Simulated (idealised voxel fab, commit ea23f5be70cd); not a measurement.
process module | voxel transistor to metal
cross-section cut | 150 nm wide | cells 5 nm
A cross-section is a grid of square cells, given in bands from the top down. A band is one or more rows of cells.
Each band's line starts with the height of the band's top and of its bottom, in nm. Then come its materials from left to right, each with its width in nm. One material with "throughout" fills the band from edge to edge. "air" is empty space.
Height 0 is the level under which the wafer as received is all one material. The lowest band goes on downwards, as in "0 down".
A width such as "30 to 40" changes by the same amount from each row of cells to the next, from the band's top row to its bottom row.
"no change" after a step means that no cell of the cross-section changed.
closed voids: empty space of 8 cells or more with no open way to the top, each as width x height at its distance from the left edge, in nm
after a step's settings: what the simulator itself notes on the step
overlay nm, on a step with a mask: how far to the right of its planned place the mask lay; to the left if negative
plan
1 op RECEIVE | material Si
2 op OXIDIZE | depth nm 5
3 op CONFORMAL_DEP | material SiN | thk nm 15
4 op PATTERN | tone cover | mask id ACTIVE | material resist | width nm 115 | thk nm 15 | overlay nm 0
5 op DIRECTIONAL_ETCH | etch materials SiN | depth nm 15
6 op DIRECTIONAL_ETCH | etch materials SiO2 | depth nm 5
7 op DIRECTIONAL_ETCH | etch materials Si | depth nm 35
8 op STRIP | etch materials resist
9 op FILL_DEP | material SiO2 | thk nm 15
10 op CMP | height nm 15
11 op SELECTIVE_ETCH | etch materials SiO2 | depth nm 5
12 op STRIP | etch materials SiN
13 op SELECTIVE_ETCH | etch materials SiO2 | depth nm 5
14 op OXIDIZE | depth nm 5
15 op DIRECTIONAL_DEP | material polySi | thk nm 30
16 op DIRECTIONAL_DEP | material SiCN | thk nm 15
17 op DIRECTIONAL_DEP | material aC | thk nm 15
18 op PATTERN | tone cover | mask id GATE | material resist | width nm 35 | thk nm 35 | overlay nm 0
19 op DIRECTIONAL_ETCH | etch materials aC | depth nm 15
20 op STRIP | etch materials resist
21 op DIRECTIONAL_ETCH | etch materials SiCN | depth nm 25
22 op DIRECTIONAL_ETCH | etch materials polySi | depth nm 40
23 op STRIP | etch materials aC
24 op CONFORMAL_DEP | material SiO2 | thk nm 5
25 op DIRECTIONAL_ETCH | etch materials SiO2 | depth nm 5
26 op CONFORMAL_DEP | material SiN | thk nm 5
27 op DIRECTIONAL_ETCH | etch materials SiN | depth nm 5
28 op DIRECTIONAL_ETCH | etch materials SiO2 | depth nm 5
29 op DIRECTIONAL_ETCH | etch materials Si | depth nm 5
30 op EPI | material nSi | thk nm 5
31 op FILL_DEP | material SiO2 | thk nm 5
32 op CMP | height nm 25
33 op STRIP | etch materials polySi
34 op SELECTIVE_ETCH | etch materials SiO2 | depth nm 5
35 op CONFORMAL_DEP | material HfO2 | thk nm 5
36 op CONFORMAL_DEP | material TiN | thk nm 5
37 op FILL_DEP | material W | thk nm 5
38 op CMP | height nm 20
39 op DIRECTIONAL_DEP | material SiO2 | thk nm 10
40 op MASKED_ETCH | tone open | mask id CONTACT | width nm 15 | pitch nm 90 | etch materials SiO2 | depth nm 40 | overlay nm 0
41 op CONFORMAL_DEP | material TiN | thk nm 5
42 op FILL_DEP | material W | thk nm 10
43 op CMP | height nm 30
44 op CONFORMAL_DEP | material SiCN | thk nm 5
45 op DIRECTIONAL_DEP | material lowk | thk nm 15
46 op PATTERN | tone open | mask id METAL_1 | material resist | width nm 15 | pitch nm 90 | thk nm 15 | overlay nm 0
47 op DIRECTIONAL_ETCH | etch materials lowk | depth nm 15
48 op DIRECTIONAL_ETCH | etch materials SiCN | depth nm 5
49 op STRIP | etch materials resist
50 op CONFORMAL_DEP | material TiN | thk nm 5
51 op FILL_DEP | material W | thk nm 5
52 op CMP | height nm 50
53 op EPI | material Ru | thk nm 5
54 op FILL_DEP | material SiCN | thk nm 5
55 op DIRECTIONAL_DEP | material SiO2 | thk nm 30
56 op DIRECTIONAL_DEP | material aC | thk nm 15
57 op PATTERN | tone open | mask id METAL_2 | material resist | width nm 15 | pitch nm 90 | thk nm 35 | overlay nm 0
58 op DIRECTIONAL_ETCH | etch materials aC | depth nm 15
59 op STRIP | etch materials resist
60 op DIRECTIONAL_ETCH | etch materials SiO2 | depth nm 15
61 op STRIP | etch materials aC
62 op MASKED_ETCH | tone open | mask id METAL_2_HOLES | width nm 15 | pitch nm 90 | etch materials SiO2 | depth nm 15 | overlay nm 0
63 op MASKED_ETCH | tone open | mask id METAL_2_HOLES | width nm 15 | pitch nm 90 | etch materials SiCN | depth nm 5 | overlay nm 0
64 op CONFORMAL_DEP | material TiN | thk nm 5
65 op FILL_DEP | material Cu | thk nm 10
66 op CMP | height nm 90
67 op CONFORMAL_DEP | material SiCN | thk nm 5
as received, after step 1
  0 down: Si throughout
  closed voids: none
a wafer at the end: this start, this plan, one mistake
  95 to 90: SiCN throughout
  90 to 60: SiO2 20 | TiN 5 | Cu 5 | TiN 5 | SiO2 75 | TiN 5 | Cu 5 | TiN 5 | SiO2 25
  60 to 55: SiCN 20 | TiN 15 | SiCN 75 | TiN 15 | SiCN 25
  55 to 50: SiCN 15 | Ru 25 | SiCN 65 | Ru 25 | SiCN 20
  50 to 35: lowk 20 | TiN 5 | W 5 | TiN 5 | lowk 75 | TiN 5 | W 5 | TiN 5 | lowk 25
  35 to 30: SiCN 20 | TiN 15 | SiCN 75 | TiN 15 | SiCN 25
  30 to 20: SiO2 20 | Ru 5 | W 5 | Ru 5 | SiO2 75 | Ru 5 | W 5 | Ru 5 | SiO2 25
  20 to 5: SiO2 20 | Ru 5 | W 5 | Ru 5 | SiO2 10 | SiN 5 | HfO2 5 | TiN 5 | W 25 | TiN 5 | HfO2 5 | SiN 5 | SiO2 10 | Ru 5 | W 5 | Ru 5 | SiO2 25
  5 to 0: SiO2 15 | SiN 5 | Ru 5 | W 5 | Ru 5 | SiO2 10 | SiN 5 | HfO2 5 | TiN 5 | W 25 | TiN 5 | HfO2 5 | SiN 5 | SiO2 10 | Ru 5 | W 5 | Ru 5 | SiN 5 | SiO2 20
  0 to -5: SiO2 15 | SiN 5 | Ru 15 | SiO2 10 | SiN 5 | HfO2 5 | TiN 35 | HfO2 5 | SiN 5 | SiO2 10 | Ru 15 | SiN 5 | SiO2 20
  -5 to -10: SiO2 20 | nSi 5 | Ru 10 | SiO2 5 | nSi 5 | SiO2 5 | HfO2 45 | SiO2 5 | nSi 5 | SiO2 5 | Ru 10 | nSi 5 | SiO2 25
  -10 to -15: SiO2 15 | Si 5 | nSi 25 | Si 55 | nSi 25 | Si 5 | SiO2 20
  -15 to -40: SiO2 15 | Si 115 | SiO2 20
  -40 down: Si throughout
  closed voids: none
what went wrong: step 41 ran as: op CONFORMAL_DEP | material Ru | thk nm 5
